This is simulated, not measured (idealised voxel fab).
The process module presented herein is designated voxel capacitor over wiring.
The cross-section on display is named cut; it measures 250 nm wide, and its cells are 5 nm squares.
Cross-section format: a grid of square cells, given as bands from top to bottom; each band is one or more rows of cells. The band entry comprises the height of the band's top followed by the height of its bottom, expressed in nm, and subsequently the band's materials from left to right, each stated together with its width in nm. Where a single material is marked with the word "all across", that material fills the band from edge to edge. The word "air" represents empty space. The reference from which all heights are counted is 0, the level beneath which the as-received wafer is entirely one material; the lowest band, having no lower bound, proceeds downward and is written after the example "z 0 and below". A width given as "30..40" starts at the first number in the band's top row and ends at the second number in its bottom row, shifting by an equal amount at every step from row to row. What does "nothing altered" mean for a step? It means no cell of the cross-section changed in that step. This entry, "Enclosed internal cavities", enumerates those empty regions of no fewer than 8 cells that possess no open connection to the top. Each region is reported in the form width x height at distance, the distance being taken from the left edge, with all three quantities expressed in nm. It should be noted that, on the line of a given step, the content following the step's settings is a remark produced by the simulator itself with respect to that step. A step line may carry the setting "overlay nm", which, for steps involving a mask, states the distance by which the mask lay to the right of its intended position; negative values denote displacement to the left.

Below is the list of planned process steps:
- 1: RECEIVE with material Si
- 2: CONFORMAL_DEP with material SiO2, thk nm 15
- 3: DIRECTIONAL_DEP with material TiN, thk nm 5
- 4: DIRECTIONAL_DEP with material W, thk nm 20
- 5: PATTERN with tone cover, mask id METAL_1, material resist, width nm 30, pitch nm 100, thk nm 15, overlay nm 0
- 6: DIRECTIONAL_ETCH with etch materials W, depth nm 20
- 7: DIRECTIONAL_ETCH with etch materials TiN, depth nm 5
- 8: STRIP with etch materials resist
- 9: FILL_DEP with material SiO2, thk nm 5
- 10: CMP with height nm 40
- 11: CONFORMAL_DEP with material SiCN, thk nm 5
- 12: DIRECTIONAL_DEP with material SiO2, thk nm 20
- 13: PATTERN with tone open, mask id PLUG_1, material resist, width nm 15, thk nm 15, overlay nm 0
- 14: DIRECTIONAL_ETCH with etch materials SiO2, depth nm 20
- 15: DIRECTIONAL_ETCH with etch materials SiCN, depth nm 5
- 16: STRIP with etch materials resist
- 17: EPI with material Ru, thk nm 10
- 18: EPI with material Ru, thk nm 10
- 19: EPI with material Ru, thk nm 5
- 20: DIRECTIONAL_DEP with material TiN, thk nm 10
- 21: DIRECTIONAL_DEP with material HfO2, thk nm 5
- 22: DIRECTIONAL_DEP with material TiN, thk nm 10
- 23: DIRECTIONAL_DEP with material aC, thk nm 15
- 24: PATTERN with tone cover, mask id UPPER_PLATE, material resist, width nm 75, thk nm 35, overlay nm 0
- 25: DIRECTIONAL_ETCH with etch materials aC, depth nm 15
- 26: STRIP with etch materials resist
- 27: DIRECTIONAL_ETCH with etch materials TiN, depth nm 10
- 28: DIRECTIONAL_ETCH with etch materials HfO2, depth nm 5
- 29: STRIP with etch materials aC
- 30: DIRECTIONAL_DEP with material aC, thk nm 15
- 31: PATTERN with tone cover, mask id LOWER_PLATE, material resist, width nm 85, thk nm 35, overlay nm 0
- 32: DIRECTIONAL_ETCH with etch materials aC, depth nm 15
- 33: STRIP with etch materials resist
- 34: DIRECTIONAL_ETCH with etch materials TiN, depth nm 10
- 35: STRIP with etch materials aC
- 36: FILL_DEP with material SiO2, thk nm 15
- 37: CMP with height nm 100
- 38: DIRECTIONAL_DEP with material aC, thk nm 15
- 39: PATTERN with tone open, mask id PLUG_2, material resist, width nm 15, thk nm 30, overlay nm 0
- 40: DIRECTIONAL_ETCH with etch materials aC, depth nm 15
- 41: STRIP with etch materials resist
- 42: DIRECTIONAL_ETCH with etch materials SiO2, depth nm 10
- 43: STRIP with etch materials aC
- 44: CONFORMAL_DEP with material TiN, thk nm 5
- 45: FILL_DEP with material W, thk nm 5
- 46: CMP with height nm 100
- 47: CONFORMAL_DEP with material SiCN, thk nm 5

Wafer, first of two, run as planned:

Cross-section, incoming material, after step 1:
  z 0 and below  Si all across
  Enclosed internal cavities: none

After step 2: wafer cross-section:
  z 15 to 0  SiO2 all across
  Nothing below the height 0 has changed.

After step 3: wafer cross-section:
  z 20 to 15  TiN all across
  Nothing below the height 15 has changed.

After step 4: wafer cross-section:
  z 40 to 20  W all across
  Nothing below the height 20 has changed.

After step 5: wafer cross-section:
  z 55 to 40  60 of air; 30 of resist; 70 of air; 30 of resist; 60 of air
  Nothing below the height 40 has changed.

After step 6: wafer cross-section:
  z 55 to 40  60 of air; 30 of resist; 70 of air; 30 of resist; 60 of air
  z 40 to 20  60 of air; 30 of W; 70 of air; 30 of W; 60 of air
  Nothing below the height 20 has changed.

After step 7: wafer cross-section:
  z 55 to 40  60 of air; 30 of resist; 70 of air; 30 of resist; 60 of air
  z 40 to 20  60 of air; 30 of W; 70 of air; 30 of W; 60 of air
  z 20 to 15  60 of air; 30 of TiN; 70 of air; 30 of TiN; 60 of air
  Nothing below the height 15 has changed.

After step 8: wafer cross-section:
  z 40 to 20  60 of air; 30 of W; 70 of air; 30 of W; 60 of air
  Nothing below the height 20 has changed.

After step 9: wafer cross-section:
  z 45 to 40  SiO2 all across
  z 40 to 20  60 of SiO2; 30 of W; 70 of SiO2; 30 of W; 60 of SiO2
  z 20 to 15  60 of SiO2; 30 of TiN; 70 of SiO2; 30 of TiN; 60 of SiO2
  Nothing below the height 15 has changed.

After step 10: wafer cross-section:
  z 40 to 20  60 of SiO2; 30 of W; 70 of SiO2; 30 of W; 60 of SiO2
  Nothing below the height 20 has changed.

After step 11: wafer cross-section:
  z 45 to 40  SiCN all across
  Nothing below the height 40 has changed.

After step 12: wafer cross-section:
  z 65 to 45  SiO2 all across
  Nothing below the height 45 has changed.

After step 13: wafer cross-section:
  z 80 to 65  75 of resist; 15 of air; 160 of resist
  Nothing below the height 65 has changed.

After step 14: wafer cross-section:
  z 80 to 65  75 of resist; 15 of air; 160 of resist
  z 65 to 45  75 of SiO2; 15 of air; 160 of SiO2
  Nothing below the height 45 has changed.

After step 15: wafer cross-section:
  z 80 to 65  75 of resist; 15 of air; 160 of resist
  z 65 to 45  75 of SiO2; 15 of air; 160 of SiO2
  z 45 to 40  75 of SiCN; 15 of air; 160 of SiCN
  Nothing below the height 40 has changed.

After step 16: wafer cross-section:
  z 65 to 45  75 of SiO2; 15 of air; 160 of SiO2
  Nothing below the height 45 has changed.

After step 17: wafer cross-section:
  z 65 to 50  75 of SiO2; 15 of air; 160 of SiO2
  z 50 to 45  75 of SiO2; 15 of Ru; 160 of SiO2
  z 45 to 40  75 of SiCN; 15 of Ru; 160 of SiCN
  Nothing below the height 40 has changed.

After step 18: wafer cross-section:
  z 65 to 60  75 of SiO2; 15 of air; 160 of SiO2
  z 60 to 45  75 of SiO2; 15 of Ru; 160 of SiO2
  Nothing below the height 45 has changed.

After step 19: wafer cross-section:
  z 65 to 45  75 of SiO2; 15 of Ru; 160 of SiO2
  Nothing below the height 45 has changed.

After step 20: wafer cross-section:
  z 75 to 65  TiN all across
  Nothing below the height 65 has changed.

After step 21: wafer cross-section:
  z 80 to 75  HfO2 all across
  Nothing below the height 75 has changed.

After step 22: wafer cross-section:
  z 90 to 80  TiN all across
  Nothing below the height 80 has changed.

After step 23: wafer cross-section:
  z 105 to 90  aC all across
  Nothing below the height 90 has changed.

After step 24: wafer cross-section:
  z 140 to 105  75 of air; 75 of resist; 100 of air
  Nothing below the height 105 has changed.

After step 25: wafer cross-section:
  z 125 to 105  75 of air; 75 of resist; 100 of air
  z 105 to 90  75 of air; 75 of aC; 100 of air
  Nothing below the height 90 has changed.

After step 26: wafer cross-section:
  z 105 to 90  75 of air; 75 of aC; 100 of air
  Nothing below the height 90 has changed.

After step 27: wafer cross-section:
  z 105 to 90  75 of air; 75 of aC; 100 of air
  z 90 to 80  75 of air; 75 of TiN; 100 of air
  Nothing below the height 80 has changed.

After step 28: wafer cross-section:
  z 105 to 90  75 of air; 75 of aC; 100 of air
  z 90 to 80  75 of air; 75 of TiN; 100 of air
  z 80 to 75  75 of air; 75 of HfO2; 100 of air
  Nothing below the height 75 has changed.

After step 29: wafer cross-section:
  z 90 to 80  75 of air; 75 of TiN; 100 of air
  Nothing below the height 80 has changed.

After step 30: wafer cross-section:
  z 105 to 90  75 of air; 75 of aC; 100 of air
  z 90 to 80  75 of aC; 75 of TiN; 100 of aC
  z 80 to 75  75 of aC; 75 of HfO2; 100 of aC
  Nothing below the height 75 has changed.

After step 31: wafer cross-section:
  z 140 to 105  70 of air; 85 of resist; 95 of air
  z 105 to 90  70 of air; 5 of resist; 75 of aC; 5 of resist; 95 of air
  Nothing below the height 90 has changed.

After step 32: wafer cross-section:
  z 125 to 105  70 of air; 85 of resist; 95 of air
  z 105 to 90  70 of air; 5 of resist; 75 of aC; 5 of resist; 95 of air
  z 90 to 80  70 of air; 5 of aC; 75 of TiN; 5 of aC; 95 of air
  z 80 to 75  70 of air; 5 of aC; 75 of HfO2; 5 of aC; 95 of air
  Nothing below the height 75 has changed.

After step 33: wafer cross-section:
  z 105 to 90  75 of air; 75 of aC; 100 of air
  Nothing below the height 90 has changed.

After step 34: wafer cross-section:
  z 105 to 90  75 of air; 75 of aC; 100 of air
  z 90 to 80  70 of air; 5 of aC; 75 of TiN; 5 of aC; 95 of air
  z 80 to 75  70 of air; 5 of aC; 75 of HfO2; 5 of aC; 95 of air
  z 75 to 65  70 of air; 85 of TiN; 95 of air
  Nothing below the height 65 has changed.

After step 35: wafer cross-section:
  z 90 to 80  75 of air; 75 of TiN; 100 of air
  z 80 to 75  75 of air; 75 of HfO2; 100 of air
  Nothing below the height 75 has changed.

After step 36: wafer cross-section:
  z 105 to 90  SiO2 all across
  z 90 to 80  75 of SiO2; 75 of TiN; 100 of SiO2
  z 80 to 75  75 of SiO2; 75 of HfO2; 100 of SiO2
  z 75 to 65  70 of SiO2; 85 of TiN; 95 of SiO2
  Nothing below the height 65 has changed.

After step 37: wafer cross-section:
  z 100 to 90  SiO2 all across
  Nothing below the height 90 has changed.

After step 38: wafer cross-section:
  z 115 to 100  aC all across
  Nothing below the height 100 has changed.

After step 39: wafer cross-section:
  z 145 to 115  85 of resist; 15 of air; 150 of resist
  Nothing below the height 115 has changed.

After step 40: wafer cross-section:
  z 130 to 115  85 of resist; 15 of air; 150 of resist
  z 115 to 100  85 of aC; 15 of air; 150 of aC
  Nothing below the height 100 has changed.

After step 41: wafer cross-section:
  z 115 to 100  85 of aC; 15 of air; 150 of aC
  Nothing below the height 100 has changed.

After step 42: wafer cross-section:
  z 115 to 100  85 of aC; 15 of air; 150 of aC
  z 100 to 90  85 of SiO2; 15 of air; 150 of SiO2
  Nothing below the height 90 has changed.

After step 43: wafer cross-section:
  z 100 to 90  85 of SiO2; 15 of air; 150 of SiO2
  Nothing below the height 90 has changed.

After step 44: wafer cross-section:
  z 105 to 100  90 of TiN; 5 of air; 155 of TiN
  z 100 to 95  85 of SiO2; 5 of TiN; 5 of air; 5 of TiN; 150 of SiO2
  z 95 to 90  85 of SiO2; 15 of TiN; 150 of SiO2
  Nothing below the height 90 has changed.

After step 45: wafer cross-section:
  z 110 to 105  W all across
  z 105 to 100  90 of TiN; 5 of W; 155 of TiN
  z 100 to 95  85 of SiO2; 5 of TiN; 5 of W; 5 of TiN; 150 of SiO2
  Nothing below the height 95 has changed.

After step 46: wafer cross-section:
  z 100 to 95  85 of SiO2; 5 of TiN; 5 of W; 5 of TiN; 150 of SiO2
  Nothing below the height 95 has changed.

After step 47: wafer cross-section:
  z 105 to 100  SiCN all across
  Nothing below the height 100 has changed.

Companion wafer, the second of two: same beginning, same intended sequence, one mistake in carrying it out; through step 30 inclusive it tracks the first exactly:

At the planned end of step 31, the second wafer in cross-section:
  z 140 to 105  75 of air; 75 of resist; 100 of air
  Nothing below the height 105 has changed.

At the planned end of step 32, the second wafer in cross-section:
  z 125 to 105  75 of air; 75 of resist; 100 of air
  z 105 to 90  75 of air; 75 of aC; 100 of air
  z 90 to 80  75 of air; 75 of TiN; 100 of air
  z 80 to 75  75 of air; 75 of HfO2; 100 of air
  Nothing below the height 75 has changed.

At the planned end of step 33, the second wafer in cross-section:
  z 105 to 90  75 of air; 75 of aC; 100 of air
  Nothing below the height 90 has changed.

At the planned end of step 34, the second wafer in cross-section:
  z 105 to 90  75 of air; 75 of aC; 100 of air
  z 90 to 80  75 of air; 75 of TiN; 100 of air
  z 80 to 75  75 of air; 75 of HfO2; 100 of air
  z 75 to 65  75 of air; 75 of TiN; 100 of air
  Nothing below the height 65 has changed.

At the planned end of step 35, the second wafer in cross-section:
  z 90 to 80  75 of air; 75 of TiN; 100 of air
  Nothing below the height 80 has changed.

At the planned end of step 36, the second wafer in cross-section:
  z 105 to 90  SiO2 all across
  z 90 to 80  75 of SiO2; 75 of TiN; 100 of SiO2
  z 80 to 75  75 of SiO2; 75 of HfO2; 100 of SiO2
  z 75 to 65  75 of SiO2; 75 of TiN; 100 of SiO2
  Nothing below the height 65 has changed.

At the planned end of step 37, the second wafer in cross-section:
  z 100 to 90  SiO2 all across
  Nothing below the height 90 has changed.

At the planned end of step 38, the second wafer in cross-section:
  z 115 to 100  aC all across
  Nothing below the height 100 has changed.

At the planned end of step 39, the second wafer in cross-section:
  z 145 to 115  85 of resist; 15 of air; 150 of resist
  Nothing below the height 115 has changed.

At the planned end of step 40, the second wafer in cross-section:
  z 130 to 115  85 of resist; 15 of air; 150 of resist
  z 115 to 100  85 of aC; 15 of air; 150 of aC
  Nothing below the height 100 has changed.

At the planned end of step 41, the second wafer in cross-section:
  z 115 to 100  85 of aC; 15 of air; 150 of aC
  Nothing below the height 100 has changed.

At the planned end of step 42, the second wafer in cross-section:
  z 115 to 100  85 of aC; 15 of air; 150 of aC
  z 100 to 90  85 of SiO2; 15 of air; 150 of SiO2
  Nothing below the height 90 has changed.

At the planned end of step 43, the second wafer in cross-section:
  z 100 to 90  85 of SiO2; 15 of air; 150 of SiO2
  Nothing below the height 90 has changed.

At the planned end of step 44, the second wafer in cross-section:
  z 105 to 100  90 of TiN; 5 of air; 155 of TiN
  z 100 to 95  85 of SiO2; 5 of TiN; 5 of air; 5 of TiN; 150 of SiO2
  z 95 to 90  85 of SiO2; 15 of TiN; 150 of SiO2
  Nothing below the height 90 has changed.

At the planned end of step 45, the second wafer in cross-section:
  z 110 to 105  W all across
  z 105 to 100  90 of TiN; 5 of W; 155 of TiN
  z 100 to 95  85 of SiO2; 5 of TiN; 5 of W; 5 of TiN; 150 of SiO2
  Nothing below the height 95 has changed.

At the planned end of step 46, the second wafer in cross-section:
  z 100 to 95  85 of SiO2; 5 of TiN; 5 of W; 5 of TiN; 150 of SiO2
  Nothing below the height 95 has changed.

At the planned end of step 47, the second wafer in cross-section:
  z 105 to 100  SiCN all across
  Nothing below the height 100 has changed.
Finding, execution versus plan: heads up, step 31 didn't go per plan, it actually ran as PATTERN with tone cover, mask id LOWER_PLATE, material resist, width nm 75, thk nm 35, overlay nm 0
Final tally in cells, some materials are higher or lower on the second wafer than on the first: SiO2 +4; TiN -4
